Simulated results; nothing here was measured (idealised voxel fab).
voxel capacitor over wiring: a process module
Square cells of 5 nm make up the cross-section cut, whose width is 225 nm.
Notation: cross-section as square-cell grid; stated in bands, top first, going down; one or more cell rows per band. Heads up on the band format: heights come first, top then bottom, in nm. After that it's the materials left to right, each with its width in nm. A single material flagged "edge to edge" fills the whole band edge to edge, and "air" means there's empty space there. All heights in this document are referenced to 0, defined as the level beneath which the wafer, as received, consists entirely of one material. The lowest band is not bounded below; it extends indefinitely downward and is written in the form "z 0 and below". Width "30..40": first value at the band's top row of cells, second value at its bottom row, equal change from row to row. Reading "nothing got changed" for a step: not a cell of the cross-section changed in it. Entry "Closed cavities". Content: empty spaces with no open connection to the top, size 8 cells or greater. Each: width x height at distance. Distance: from left edge. Unit: nm. Where a step's line continues beyond its settings, the continuation is a remark by the simulator itself on that step. A step line may carry the setting "overlay nm", which, for steps involving a mask, states the distance by which the mask lay to the right of its intended position; negative values denote displacement to the left. Note on reading: below, each pair holds a cross-section from before one process step and one from after it; the one from after shows only down to the lowest band that changed. Beneath the pair, the step in between is stated along with its settings. The pairs can stem from different runs of this module on the same starting wafer. Where a pair's entry headed "Pre-process state" says so, and only there, that pair continues from the pair above it.
-- Pre-process state
    z 0 and below = Si edge to edge
    Closed cavities: none
-- Result of Step
    z 15 to 0 = SiO2 edge to edge
    Under the height 0 nothing was changed.
    Closed cavities: none
Applied between the two views above: CONFORMAL_DEP (material SiO2; thk nm 15)
Pre-process state: This step starts from the configuration shown after the step in the pair immediately above.
-- Result of Step
    z 20 to 15 = TiN edge to edge
    Under the height 15 nothing was changed.
    Closed cavities: none
Applied between the two views above: DIRECTIONAL_DEP (material TiN; thk nm 5)
Pre-process state: This step starts from the configuration shown after the step in the pair immediately above.
-- Result of Step
    z 35 to 20 = W edge to edge
    Under the height 20 nothing was changed.
    Closed cavities: none
Applied between the two views above: DIRECTIONAL_DEP (material W; thk nm 15)
Pre-process state: This step starts from the configuration shown after the step in the pair immediately above.
-- Result of Step
    z 35 to 20 = air 50 nm  W 25 nm  air 70 nm  W 25 nm  air 55 nm
    Under the height 20 nothing was changed.
    Closed cavities: none
Applied between the two views above: MASKED_ETCH (tone cover; mask id METAL_1; width nm 25; pitch nm 95; etch materials W; depth nm 15; overlay nm 0)
Pre-process state: This step starts from the configuration shown after the step in the pair immediately above.
-- Result of Step
    z 35 to 20 = air 50 nm  W 25 nm  air 70 nm  W 25 nm  air 55 nm
    z 20 to 15 = air 50 nm  TiN 25 nm  air 70 nm  TiN 25 nm  air 55 nm
    Under the height 15 nothing was changed.
    Closed cavities: none
Applied between the two views above: MASKED_ETCH (tone cover; mask id METAL_1; width nm 25; pitch nm 95; etch materials TiN; depth nm 5; overlay nm 0)
Pre-process state: This step starts from the configuration shown after the step in the pair immediately above.
-- Result of Step
    z 40 to 35 = air 45 nm  SiCN 35 nm  air 60 nm  SiCN 35 nm  air 50 nm
    z 35 to 20 = air 45 nm  SiCN 5 nm  W 25 nm  SiCN 5 nm  air 60 nm  SiCN 5 nm  W 25 nm  SiCN 5 nm  air 50 nm
    z 20 to 15 = SiCN 50 nm  TiN 25 nm  SiCN 70 nm  TiN 25 nm  SiCN 55 nm
    Under the height 15 nothing was changed.
    Closed cavities: none
Applied between the two views above: CONFORMAL_DEP (material SiCN; thk nm 5)
Pre-process state: This step starts from the configuration shown after the step in the pair immediately above.
-- Result of Step
    z 45 to 40 = lowk edge to edge
    z 40 to 35 = lowk 45 nm  SiCN 35 nm  lowk 60 nm  SiCN 35 nm  lowk 50 nm
    z 35 to 20 = lowk 45 nm  SiCN 5 nm  W 25 nm  SiCN 5 nm  lowk 60 nm  SiCN 5 nm  W 25 nm  SiCN 5 nm  lowk 50 nm
    Under the height 20 nothing was changed.
    Closed cavities: none
Applied between the two views above: FILL_DEP (material lowk; thk nm 5)
Pre-process state: This step starts from the configuration shown after the step in the pair immediately above.
-- Result of Step
    z 35 to 20 = lowk 45 nm  SiCN 5 nm  W 25 nm  SiCN 5 nm  lowk 60 nm  SiCN 5 nm  W 25 nm  SiCN 5 nm  lowk 50 nm
    Under the height 20 nothing was changed.
    Closed cavities: none
Applied between the two views above: CMP (height nm 35)
Pre-process state: This step starts from the configuration shown after the step in the pair immediately above.
-- Result of Step
    z 40 to 35 = SiCN edge to edge
    Under the height 35 nothing was changed.
    Closed cavities: none
Applied between the two views above: CONFORMAL_DEP (material SiCN; thk nm 5)
Pre-process state: This step starts from the configuration shown after the step in the pair immediately above.
-- Result of Step
    z 55 to 40 = lowk edge to edge
    Under the height 40 nothing was changed.
    Closed cavities: none
Applied between the two views above: DIRECTIONAL_DEP (material lowk; thk nm 15)
Pre-process state: This step starts from the configuration shown after the step in the pair immediately above.
-- Result of Step
    z 75 to 55 = resist 60 nm  air 15 nm  resist 150 nm
    Under the height 55 nothing was changed.
    Closed cavities: none
Applied between the two views above: PATTERN (tone open; mask id PLUG_1; material resist; width nm 15; thk nm 20; overlay nm 0)
Pre-process state: This step starts from the configuration shown after the step in the pair immediately above.
-- Result of Step
    z 75 to 55 = resist 60 nm  air 15 nm  resist 150 nm
    z 55 to 40 = lowk 60 nm  air 15 nm  lowk 150 nm
    Under the height 40 nothing was changed.
    Closed cavities: none
Applied between the two views above: DIRECTIONAL_ETCH (etch materials lowk; depth nm 15)
Pre-process state: This step starts from the configuration shown after the step in the pair immediately above.
-- Result of Step
    z 75 to 55 = resist 60 nm  air 15 nm  resist 150 nm
    z 55 to 40 = lowk 60 nm  air 15 nm  lowk 150 nm
    z 40 to 35 = SiCN 60 nm  air 15 nm  SiCN 150 nm
    Under the height 35 nothing was changed.
    Closed cavities: none
Applied between the two views above: DIRECTIONAL_ETCH (etch materials SiCN; depth nm 5)
Pre-process state: This step starts from the configuration shown after the step in the pair immediately above.
-- Result of Step
    z 55 to 40 = lowk 60 nm  air 15 nm  lowk 150 nm
    Under the height 40 nothing was changed.
    Closed cavities: none
Applied between the two views above: STRIP (etch materials resist)
Pre-process state: This step starts from the configuration shown after the step in the pair immediately above.
-- Result of Step
    z 60 to 55 = TiN 65 nm  air 5 nm  TiN 155 nm
    z 55 to 40 = lowk 60 nm  TiN 5 nm  air 5 nm  TiN 5 nm  lowk 150 nm
    z 40 to 35 = SiCN 60 nm  TiN 15 nm  SiCN 150 nm
    Under the height 35 nothing was changed.
    Closed cavities: none
Applied between the two views above: CONFORMAL_DEP (material TiN; thk nm 5)
Pre-process state: This step starts from the configuration shown after the step in the pair immediately above.
-- Result of Step
    z 70 to 60 = Ru edge to edge
    z 60 to 55 = TiN 65 nm  Ru 5 nm  TiN 155 nm
    z 55 to 40 = lowk 60 nm  TiN 5 nm  Ru 5 nm  TiN 5 nm  lowk 150 nm
    Under the height 40 nothing was changed.
    Closed cavities: none
Applied between the two views above: FILL_DEP (material Ru; thk nm 10)
Pre-process state: This step starts from the configuration shown after the step in the pair immediately above.
-- Result of Step
    z 55 to 40 = lowk 60 nm  TiN 5 nm  Ru 5 nm  TiN 5 nm  lowk 150 nm
    Under the height 40 nothing was changed.
    Closed cavities: none
Applied between the two views above: CMP (height nm 55)
Pre-process state: This step starts from the configuration shown after the step in the pair immediately above.
-- Result of Step
    z 60 to 55 = TiN edge to edge
    Under the height 55 nothing was changed.
    Closed cavities: none
Applied between the two views above: DIRECTIONAL_DEP (material TiN; thk nm 5)
Pre-process state: This step starts from the configuration shown after the step in the pair immediately above.
-- Result of Step
    z 65 to 60 = SiN edge to edge
    Under the height 60 nothing was changed.
    Closed cavities: none
Applied between the two views above: DIRECTIONAL_DEP (material SiN; thk nm 5)
Pre-process state: This step starts from the configuration shown after the step in the pair immediately above.
-- Result of Step
    z 70 to 65 = TiN edge to edge
    Under the height 65 nothing was changed.
    Closed cavities: none
Applied between the two views above: DIRECTIONAL_DEP (material TiN; thk nm 5)
Pre-process state: This step starts from the configuration shown after the step in the pair immediately above.
-- Result of Step
    z 85 to 70 = air 60 nm  resist 75 nm  air 90 nm
    Under the height 70 nothing was changed.
    Closed cavities: none
Applied between the two views above: PATTERN (tone cover; mask id UPPER_PLATE; material resist; width nm 75; thk nm 15; overlay nm 0)
Pre-process state: This step starts from the configuration shown after the step in the pair immediately above.
-- Result of Step
    z 85 to 70 = air 60 nm  resist 75 nm  air 90 nm
    z 70 to 65 = air 60 nm  TiN 75 nm  air 90 nm
    Under the height 65 nothing was changed.
    Closed cavities: none
Applied between the two views above: DIRECTIONAL_ETCH (etch materials TiN; depth nm 5)
Pre-process state: This step starts from the configuration shown after the step in the pair immediately above.
-- Result of Step
    z 85 to 70 = air 60 nm  resist 75 nm  air 90 nm
    z 70 to 65 = air 60 nm  TiN 75 nm  air 90 nm
    z 65 to 60 = air 60 nm  SiN 75 nm  air 90 nm
    Under the height 60 nothing was changed.
    Closed cavities: none
Applied between the two views above: DIRECTIONAL_ETCH (etch materials SiN; depth nm 5)
Pre-process state: This step starts from the configuration shown after the step in the pair immediately above.
-- Result of Step
    z 70 to 65 = air 60 nm  TiN 75 nm  air 90 nm
    Under the height 65 nothing was changed.
    Closed cavities: none
Applied between the two views above: STRIP (etch materials resist)
Pre-process state: This step starts from the configuration shown after the step in the pair immediately above.
-- Result of Step
    z 70 to 65 = air 60 nm  TiN 75 nm  air 90 nm
    z 65 to 60 = air 60 nm  SiN 75 nm  air 90 nm
    z 60 to 55 = air 55 nm  TiN 85 nm  air 85 nm
    Under the height 55 nothing was changed.
    Closed cavities: none
Applied between the two views above: MASKED_ETCH (tone cover; mask id LOWER_PLATE; width nm 85; etch materials TiN; depth nm 5; overlay nm 0)
Pre-process state: This step starts from the configuration shown after the step in the pair immediately above.
-- Result of Step
    z 90 to 70 = SiO2 edge to edge
    z 70 to 65 = SiO2 60 nm  TiN 75 nm  SiO2 90 nm
    z 65 to 60 = SiO2 60 nm  SiN 75 nm  SiO2 90 nm
    z 60 to 55 = SiO2 55 nm  TiN 85 nm  SiO2 85 nm
    Under the height 55 nothing was changed.
    Closed cavities: none
Applied between the two views above: FILL_DEP (material SiO2; thk nm 20)
Pre-process state: This step starts from the configuration shown after the step in the pair immediately above.
-- Result of Step
    z 85 to 70 = SiO2 edge to edge
    Under the height 70 nothing was changed.
    Closed cavities: none
Applied between the two views above: CMP (height nm 85)
Pre-process state: This step starts from the configuration shown after the step in the pair immediately above.
-- Result of Step
    z 85 to 70 = SiO2 70 nm  air 15 nm  SiO2 140 nm
    Under the height 70 nothing was changed.
    Closed cavities: none
Applied between the two views above: MASKED_ETCH (tone open; mask id PLUG_2; width nm 15; etch materials SiO2; depth nm 15; overlay nm 0)
Pre-process state: This step starts from the configuration shown after the step in the pair immediately above.
-- Result of Step
    z 90 to 85 = TiN 75 nm  air 5 nm  TiN 145 nm
    z 85 to 75 = SiO2 70 nm  TiN 5 nm  air 5 nm  TiN 5 nm  SiO2 140 nm
    z 75 to 65 = SiO2 70..60 nm  TiN 15..75 nm  SiO2 140..90 nm
    Under the height 65 nothing was changed.
    Closed cavities: none
Applied between the two views above: CONFORMAL_DEP (material TiN; thk nm 5)
Pre-process state: This step starts from the configuration shown after the step in the pair immediately above.
-- Result of Step
    z 100 to 90 = Ru edge to edge
    z 90 to 85 = TiN 75 nm  Ru 5 nm  TiN 145 nm
    z 85 to 75 = SiO2 70 nm  TiN 5 nm  Ru 5 nm  TiN 5 nm  SiO2 140 nm
    Under the height 75 nothing was changed.
    Closed cavities: none
Applied between the two views above: FILL_DEP (material Ru; thk nm 10)
Pre-process state: This step starts from the configuration shown after the step in the pair immediately above.
-- Result of Step
    z 85 to 75 = SiO2 70 nm  TiN 5 nm  Ru 5 nm  TiN 5 nm  SiO2 140 nm
    Under the height 75 nothing was changed.
    Closed cavities: none
Applied between the two views above: CMP (height nm 85)
Pre-process state: This step starts from the configuration shown after the step in the pair immediately above.
-- Result of Step
    z 90 to 85 = SiN edge to edge
    Under the height 85 nothing was changed.
    Closed cavities: none
Applied between the two views above: CONFORMAL_DEP (material SiN; thk nm 5)
-- Pre-process state
    z 60 to 55 = TiN edge to edge
    z 55 to 40 = lowk 60 nm  TiN 5 nm  Ru 5 nm  TiN 5 nm  lowk 150 nm
    z 40 to 35 = SiCN 60 nm  TiN 15 nm  SiCN 150 nm
    z 35 to 20 = lowk 45 nm  SiCN 5 nm  W 25 nm  SiCN 5 nm  lowk 60 nm  SiCN 5 nm  W 25 nm  SiCN 5 nm  lowk 50 nm
    z 20 to 15 = SiCN 50 nm  TiN 25 nm  SiCN 70 nm  TiN 25 nm  SiCN 55 nm
    z 15 to 0 = SiO2 edge to edge
    z 0 and below = Si edge to edge
    Closed cavities: none
-- Result of Step
    z 65 to 55 = TiN edge to edge
    Under the height 55 nothing was changed.
    Closed cavities: none
Applied between the two views above: DIRECTIONAL_DEP (material TiN; thk nm 5)
Pre-process state: This step starts from the configuration shown after the step in the pair immediately above.
-- Result of Step
    z 80 to 65 = air 60 nm  resist 75 nm  air 90 nm
    Under the height 65 nothing was changed.
    Closed cavities: none
Applied between the two views above: PATTERN (tone cover; mask id UPPER_PLATE; material resist; width nm 75; thk nm 15; overlay nm 0)
Pre-process state: This step starts from the configuration shown after the step in the pair immediately above.
-- Result of Step
    z 80 to 65 = air 60 nm  resist 75 nm  air 90 nm
    z 65 to 60 = air 60 nm  TiN 75 nm  air 90 nm
    Under the height 60 nothing was changed.
    Closed cavities: none
Applied between the two views above: DIRECTIONAL_ETCH (etch materials TiN; depth nm 5)
Pre-process state: This step starts from the configuration shown after the step in the pair immediately above.
-- Result of Step
    z 65 to 60 = air 60 nm  TiN 75 nm  air 90 nm
    Under the height 60 nothing was changed.
    Closed cavities: none
Applied between the two views above: STRIP (etch materials resist)
Pre-process state: This step starts from the configuration shown after the step in the pair immediately above.
-- Result of Step
    z 65 to 55 = air 60..55 nm  TiN 75..85 nm  air 90..85 nm
    Under the height 55 nothing was changed.
    Closed cavities: none
Applied between the two views above: MASKED_ETCH (tone cover; mask id LOWER_PLATE; width nm 85; etch materials TiN; depth nm 5; overlay nm 0)
Pre-process state: This step starts from the configuration shown after the step in the pair immediately above.
-- Result of Step
    z 85 to 65 = SiO2 edge to edge
    z 65 to 55 = SiO2 60..55 nm  TiN 75..85 nm  SiO2 90..85 nm
    Under the height 55 nothing was changed.
    Closed cavities: none
Applied between the two views above: FILL_DEP (material SiO2; thk nm 20)
Pre-process state: This step starts from the configuration shown after the step in the pair immediately above.
-- Result of Step
    z 85 to 70 = SiO2 70 nm  air 15 nm  SiO2 140 nm
    Under the height 70 nothing was changed.
    Closed cavities: none
Applied between the two views above: MASKED_ETCH (tone open; mask id PLUG_2; width nm 15; etch materials SiO2; depth nm 15; overlay nm 0)
Pre-process state: This step starts from the configuration shown after the step in the pair immediately above.
-- Result of Step
    z 90 to 85 = TiN 75 nm  air 5 nm  TiN 145 nm
    z 85 to 75 = SiO2 70 nm  TiN 5 nm  air 5 nm  TiN 5 nm  SiO2 140 nm
    z 75 to 70 = SiO2 70 nm  TiN 15 nm  SiO2 140 nm
    Under the height 70 nothing was changed.
    Closed cavities: none
Applied between the two views above: CONFORMAL_DEP (material TiN; thk nm 5)
Pre-process state: This step starts from the configuration shown after the step in the pair immediately above.
-- Result of Step
    z 100 to 90 = Ru edge to edge
    z 90 to 85 = TiN 75 nm  Ru 5 nm  TiN 145 nm
    z 85 to 75 = SiO2 70 nm  TiN 5 nm  Ru 5 nm  TiN 5 nm  SiO2 140 nm
    Under the height 75 nothing was changed.
    Closed cavities: none
Applied between the two views above: FILL_DEP (material Ru; thk nm 10)
Pre-process state: This step starts from the configuration shown after the step in the pair immediately above.
-- Result of Step
    z 85 to 75 = SiO2 70 nm  TiN 5 nm  Ru 5 nm  TiN 5 nm  SiO2 140 nm
    Under the height 75 nothing was changed.
    Closed cavities: none
Applied between the two views above: CMP (height nm 85)
Pre-process state: This step starts from the configuration shown after the step in the pair immediately above.
-- Result of Step
    z 90 to 85 = SiN edge to edge
    Under the height 85 nothing was changed.
    Closed cavities: none
Applied between the two views above: CONFORMAL_DEP (material SiN; thk nm 5)
-- Pre-process state
    z 15 to 0 = SiO2 edge to edge
    z 0 and below = Si edge to edge
    Closed cavities: none
-- Result of Step
    z 30 to 0 = SiO2 edge to edge
    Under the height 0 nothing was changed.
    Closed cavities: none
Applied between the two views above: CONFORMAL_DEP (material SiO2; thk nm 15)
Pre-process state: This step starts from the configuration shown after the step in the pair immediately above.
-- Result of Step
    z 35 to 30 = TiN edge to edge
    Under the height 30 nothing was changed.
    Closed cavities: none
Applied between the two views above: DIRECTIONAL_DEP (material TiN; thk nm 5)
Pre-process state: This step starts from the configuration shown after the step in the pair immediately above.
-- Result of Step
    z 50 to 35 = W edge to edge
    Under the height 35 nothing was changed.
    Closed cavities: none
Applied between the two views above: DIRECTIONAL_DEP (material W; thk nm 15)
Pre-process state: This step starts from the configuration shown after the step in the pair immediately above.
-- Result of Step
    z 50 to 35 = air 50 nm  W 25 nm  air 70 nm  W 25 nm  air 55 nm
    Under the height 35 nothing was changed.
    Closed cavities: none
Applied between the two views above: MASKED_ETCH (tone cover; mask id METAL_1; width nm 25; pitch nm 95; etch materials W; depth nm 15; overlay nm 0)
Pre-process state: This step starts from the configuration shown after the step in the pair immediately above.
-- Result of Step
    z 50 to 35 = air 50 nm  W 25 nm  air 70 nm  W 25 nm  air 55 nm
    z 35 to 30 = air 50 nm  TiN 25 nm  air 70 nm  TiN 25 nm  air 55 nm
    Under the height 30 nothing was changed.
    Closed cavities: none
Applied between the two views above: MASKED_ETCH (tone cover; mask id METAL_1; width nm 25; pitch nm 95; etch materials TiN; depth nm 5; overlay nm 0)
Pre-process state: This step starts from the configuration shown after the step in the pair immediately above.
-- Result of Step
    z 55 to 50 = air 45 nm  SiCN 35 nm  air 60 nm  SiCN 35 nm  air 50 nm
    z 50 to 35 = air 45 nm  SiCN 5 nm  W 25 nm  SiCN 5 nm  air 60 nm  SiCN 5 nm  W 25 nm  SiCN 5 nm  air 50 nm
    z 35 to 30 = SiCN 50 nm  TiN 25 nm  SiCN 70 nm  TiN 25 nm  SiCN 55 nm
    Under the height 30 nothing was changed.
    Closed cavities: none
Applied between the two views above: CONFORMAL_DEP (material SiCN; thk nm 5)
Pre-process state: This step starts from the configuration shown after the step in the pair immediately above.
-- Result of Step
    z 60 to 55 = lowk edge to edge
    z 55 to 50 = lowk 45 nm  SiCN 35 nm  lowk 60 nm  SiCN 35 nm  lowk 50 nm
    z 50 to 35 = lowk 45 nm  SiCN 5 nm  W 25 nm  SiCN 5 nm  lowk 60 nm  SiCN 5 nm  W 25 nm  SiCN 5 nm  lowk 50 nm
    Under the height 35 nothing was changed.
    Closed cavities: none
Applied between the two views above: FILL_DEP (material lowk; thk nm 5)
Pre-process state: This step starts from the configuration shown after the step in the pair immediately above.
-- Result of Step
    z 35 to 30 = SiCN 50 nm  TiN 25 nm  SiCN 70 nm  TiN 25 nm  SiCN 55 nm
    Under the height 30 nothing was changed.
    Closed cavities: none
Applied between the two views above: CMP (height nm 35)
Pre-process state: This step starts from the configuration shown after the step in the pair immediately above.
-- Result of Step
    z 40 to 35 = SiCN edge to edge
    Under the height 35 nothing was changed.
    Closed cavities: none
Applied between the two views above: CONFORMAL_DEP (material SiCN; thk nm 5)
Pre-process state: This step starts from the configuration shown after the step in the pair immediately above.
-- Result of Step
    z 55 to 40 = lowk edge to edge
    Under the height 40 nothing was changed.
    Closed cavities: none
Applied between the two views above: DIRECTIONAL_DEP (material lowk; thk nm 15)
Pre-process state: This step starts from the configuration shown after the step in the pair immediately above.
-- Result of Step
    z 75 to 55 = resist 60 nm  air 15 nm  resist 150 nm
    Under the height 55 nothing was changed.
    Closed cavities: none
Applied between the two views above: PATTERN (tone open; mask id PLUG_1; material resist; width nm 15; thk nm 20; overlay nm 0)
Pre-process state: This step starts from the configuration shown after the step in the pair immediately above.
-- Result of Step
    z 75 to 55 = resist 60 nm  air 15 nm  resist 150 nm
    z 55 to 40 = lowk 60 nm  air 15 nm  lowk 150 nm
    Under the height 40 nothing was changed.
    Closed cavities: none
Applied between the two views above: DIRECTIONAL_ETCH (etch materials lowk; depth nm 15)
Pre-process state: This step starts from the configuration shown after the step in the pair immediately above.
-- Result of Step
    z 75 to 55 = resist 60 nm  air 15 nm  resist 150 nm
    z 55 to 40 = lowk 60 nm  air 15 nm  lowk 150 nm
    z 40 to 35 = SiCN 60 nm  air 15 nm  SiCN 150 nm
    Under the height 35 nothing was changed.
    Closed cavities: none
Applied between the two views above: DIRECTIONAL_ETCH (etch materials SiCN; depth nm 5)
Pre-process state: This step starts from the configuration shown after the step in the pair immediately above.
-- Result of Step
    z 55 to 40 = lowk 60 nm  air 15 nm  lowk 150 nm
    Under the height 40 nothing was changed.
    Closed cavities: none
Applied between the two views above: STRIP (etch materials resist)
Pre-process state: This step starts from the configuration shown after the step in the pair immediately above.
-- Result of Step
    z 60 to 55 = TiN 65 nm  air 5 nm  TiN 155 nm
    z 55 to 40 = lowk 60 nm  TiN 5 nm  air 5 nm  TiN 5 nm  lowk 150 nm
    z 40 to 35 = SiCN 60 nm  TiN 15 nm  SiCN 150 nm
    Under the height 35 nothing was changed.
    Closed cavities: none
Applied between the two views above: CONFORMAL_DEP (material TiN; thk nm 5)
Pre-process state: This step starts from the configuration shown after the step in the pair immediately above.
-- Result of Step
    z 70 to 60 = Ru edge to edge
    z 60 to 55 = TiN 65 nm  Ru 5 nm  TiN 155 nm
    z 55 to 40 = lowk 60 nm  TiN 5 nm  Ru 5 nm  TiN 5 nm  lowk 150 nm
    Under the height 40 nothing was changed.
    Closed cavities: none
Applied between the two views above: FILL_DEP (material Ru; thk nm 10)
Pre-process state: This step starts from the configuration shown after the step in the pair immediately above.
-- Result of Step
    z 55 to 40 = lowk 60 nm  TiN 5 nm  Ru 5 nm  TiN 5 nm  lowk 150 nm
    Under the height 40 nothing was changed.
    Closed cavities: none
Applied between the two views above: CMP (height nm 55)
Pre-process state: This step starts from the configuration shown after the step in the pair immediately above.
-- Result of Step
    z 60 to 55 = TiN edge to edge
    Under the height 55 nothing was changed.
    Closed cavities: none
Applied between the two views above: DIRECTIONAL_DEP (material TiN; thk nm 5)
Pre-process state: This step starts from the configuration shown after the step in the pair immediately above.
-- Result of Step
    z 65 to 60 = SiN edge to edge
    Under the height 60 nothing was changed.
    Closed cavities: none
Applied between the two views above: DIRECTIONAL_DEP (material SiN; thk nm 5)
Pre-process state: This step starts from the configuration shown after the step in the pair immediately above.
-- Result of Step
    z 70 to 65 = TiN edge to edge
    Under the height 65 nothing was changed.
    Closed cavities: none
Applied between the two views above: DIRECTIONAL_DEP (material TiN; thk nm 5)
Pre-process state: This step starts from the configuration shown after the step in the pair immediately above.
-- Result of Step
    z 85 to 70 = air 60 nm  resist 75 nm  air 90 nm
    Under the height 70 nothing was changed.
    Closed cavities: none
Applied between the two views above: PATTERN (tone cover; mask id UPPER_PLATE; material resist; width nm 75; thk nm 15; overlay nm 0)
Pre-process state: This step starts from the configuration shown after the step in the pair immediately above.
-- Result of Step
    z 85 to 70 = air 60 nm  resist 75 nm  air 90 nm
    z 70 to 65 = air 60 nm  TiN 75 nm  air 90 nm
    Under the height 65 nothing was changed.
    Closed cavities: none
Applied between the two views above: DIRECTIONAL_ETCH (etch materials TiN; depth nm 5)
Pre-process state: This step starts from the configuration shown after the step in the pair immediately above.
-- Result of Step
    z 85 to 70 = air 60 nm  resist 75 nm  air 90 nm
    z 70 to 65 = air 60 nm  TiN 75 nm  air 90 nm
    z 65 to 60 = air 60 nm  SiN 75 nm  air 90 nm
    Under the height 60 nothing was changed.
    Closed cavities: none
Applied between the two views above: DIRECTIONAL_ETCH (etch materials SiN; depth nm 5)
Pre-process state: This step starts from the configuration shown after the step in the pair immediately above.
-- Result of Step
    z 70 to 65 = air 60 nm  TiN 75 nm  air 90 nm
    Under the height 65 nothing was changed.
    Closed cavities: none
Applied between the two views above: STRIP (etch materials resist)
Pre-process state: This step starts from the configuration shown after the step in the pair immediately above.
-- Result of Step
    z 70 to 65 = air 60 nm  TiN 75 nm  air 90 nm
    z 65 to 60 = air 60 nm  SiN 75 nm  air 90 nm
    z 60 to 55 = air 55 nm  TiN 85 nm  air 85 nm
    Under the height 55 nothing was changed.
    Closed cavities: none
Applied between the two views above: MASKED_ETCH (tone cover; mask id LOWER_PLATE; width nm 85; etch materials TiN; depth nm 5; overlay nm 0)
Pre-process state: This step starts from the configuration shown after the step in the pair immediately above.
-- Result of Step
    z 90 to 70 = SiO2 edge to edge
    z 70 to 65 = SiO2 60 nm  TiN 75 nm  SiO2 90 nm
    z 65 to 60 = SiO2 60 nm  SiN 75 nm  SiO2 90 nm
    z 60 to 55 = SiO2 55 nm  TiN 85 nm  SiO2 85 nm
    Under the height 55 nothing was changed.
    Closed cavities: none
Applied between the two views above: FILL_DEP (material SiO2; thk nm 20)
Pre-process state: This step starts from the configuration shown after the step in the pair immediately above.
-- Result of Step
    z 85 to 70 = SiO2 edge to edge
    Under the height 70 nothing was changed.
    Closed cavities: none
Applied between the two views above: CMP (height nm 85)
Pre-process state: This step starts from the configuration shown after the step in the pair immediately above.
-- Result of Step
    z 85 to 70 = SiO2 70 nm  air 15 nm  SiO2 140 nm
    Under the height 70 nothing was changed.
    Closed cavities: none
Applied between the two views above: MASKED_ETCH (tone open; mask id PLUG_2; width nm 15; etch materials SiO2; depth nm 15; overlay nm 0)
Pre-process state: This step starts from the configuration shown after the step in the pair immediately above.
-- Result of Step
    z 90 to 85 = TiN 75 nm  air 5 nm  TiN 145 nm
    z 85 to 75 = SiO2 70 nm  TiN 5 nm  air 5 nm  TiN 5 nm  SiO2 140 nm
    z 75 to 65 = SiO2 70..60 nm  TiN 15..75 nm  SiO2 140..90 nm
    Under the height 65 nothing was changed.
    Closed cavities: none
Applied between the two views above: CONFORMAL_DEP (material TiN; thk nm 5)
Pre-process state: This step starts from the configuration shown after the step in the pair immediately above.
-- Result of Step
    z 100 to 90 = Ru edge to edge
    z 90 to 85 = TiN 75 nm  Ru 5 nm  TiN 145 nm
    z 85 to 75 = SiO2 70 nm  TiN 5 nm  Ru 5 nm  TiN 5 nm  SiO2 140 nm
    Under the height 75 nothing was changed.
    Closed cavities: none
Applied between the two views above: FILL_DEP (material Ru; thk nm 10)
Pre-process state: This step starts from the configuration shown after the step in the pair immediately above.
-- Result of Step
    z 85 to 75 = SiO2 70 nm  TiN 5 nm  Ru 5 nm  TiN 5 nm  SiO2 140 nm
    Under the height 75 nothing was changed.
    Closed cavities: none
Applied between the two views above: CMP (height nm 85)
Pre-process state: This step starts from the configuration shown after the step in the pair immediately above.
-- Result of Step
    z 90 to 85 = SiN edge to edge
    Under the height 85 nothing was changed.
    Closed cavities: none
Applied between the two views above: CONFORMAL_DEP (material SiN; thk nm 5)
-- Pre-process state
    z 35 to 20 = lowk 45 nm  SiCN 5 nm  W 25 nm  SiCN 5 nm  lowk 60 nm  SiCN 5 nm  W 25 nm  SiCN 5 nm  lowk 50 nm
    z 20 to 15 = SiCN 50 nm  TiN 25 nm  SiCN 70 nm  TiN 25 nm  SiCN 55 nm
    z 15 to 0 = SiO2 edge to edge
    z 0 and below = Si edge to edge
    Closed cavities: none
-- Result of Step
    z 50 to 35 = lowk edge to edge
    Under the height 35 nothing was changed.
    Closed cavities: none
Applied between the two views above: DIRECTIONAL_DEP (material lowk; thk nm 15)
Pre-process state: This step starts from the configuration shown after the step in the pair immediately above.
-- Result of Step
    z 55 to 50 = SiCN edge to edge
    Under the height 50 nothing was changed.
    Closed cavities: none
Applied between the two views above: CONFORMAL_DEP (material SiCN; thk nm 5)
Pre-process state: This step starts from the configuration shown after the step in the pair immediately above.
-- Result of Step
    z 75 to 55 = resist 60 nm  air 15 nm  resist 150 nm
    Under the height 55 nothing was changed.
    Closed cavities: none
Applied between the two views above: PATTERN (tone open; mask id PLUG_1; material resist; width nm 15; thk nm 20; overlay nm 0)
Pre-process state: This step starts from the configuration shown after the step in the pair immediately above.
-- Result of Step
    z 75 to 55 = resist 60 nm  air 15 nm  resist 150 nm
    z 55 to 50 = SiCN 60 nm  air 15 nm  SiCN 150 nm
    Under the height 50 nothing was changed.
    Closed cavities: none
Applied between the two views above: DIRECTIONAL_ETCH (etch materials SiCN; depth nm 5)
Pre-process state: This step starts from the configuration shown after the step in the pair immediately above.
-- Result of Step
    z 55 to 50 = SiCN 60 nm  air 15 nm  SiCN 150 nm
    Under the height 50 nothing was changed.
    Closed cavities: none
Applied between the two views above: STRIP (etch materials resist)
Pre-process state: This step starts from the configuration shown after the step in the pair immediately above.
-- Result of Step
    z 60 to 55 = TiN 65 nm  air 5 nm  TiN 155 nm
    z 55 to 50 = SiCN 60 nm  TiN 15 nm  SiCN 150 nm
    Under the height 50 nothing was changed.
    Closed cavities: none
Applied between the two views above: CONFORMAL_DEP (material TiN; thk nm 5)
Pre-process state: This step starts from the configuration shown after the step in the pair immediately above.
-- Result of Step
    z 70 to 60 = Ru edge to edge
    z 60 to 55 = TiN 65 nm  Ru 5 nm  TiN 155 nm
    Under the height 55 nothing was changed.
    Closed cavities: none
Applied between the two views above: FILL_DEP (material Ru; thk nm 10)
Pre-process state: This step starts from the configuration shown after the step in the pair immediately above.
-- Result of Step
    z 55 to 50 = SiCN 60 nm  TiN 15 nm  SiCN 150 nm
    Under the height 50 nothing was changed.
    Closed cavities: none
Applied between the two views above: CMP (height nm 55)
Pre-process state: This step starts from the configuration shown after the step in the pair immediately above.
-- Result of Step
    z 60 to 55 = TiN edge to edge
    Under the height 55 nothing was changed.
    Closed cavities: none
Applied between the two views above: DIRECTIONAL_DEP (material TiN; thk nm 5)
Pre-process state: This step starts from the configuration shown after the step in the pair immediately above.
-- Result of Step
    z 65 to 60 = SiN edge to edge
    Under the height 60 nothing was changed.
    Closed cavities: none
Applied between the two views above: DIRECTIONAL_DEP (material SiN; thk nm 5)
Pre-process state: This step starts from the configuration shown after the step in the pair immediately above.
-- Result of Step
    z 70 to 65 = TiN edge to edge
    Under the height 65 nothing was changed.
    Closed cavities: none
Applied between the two views above: DIRECTIONAL_DEP (material TiN; thk nm 5)
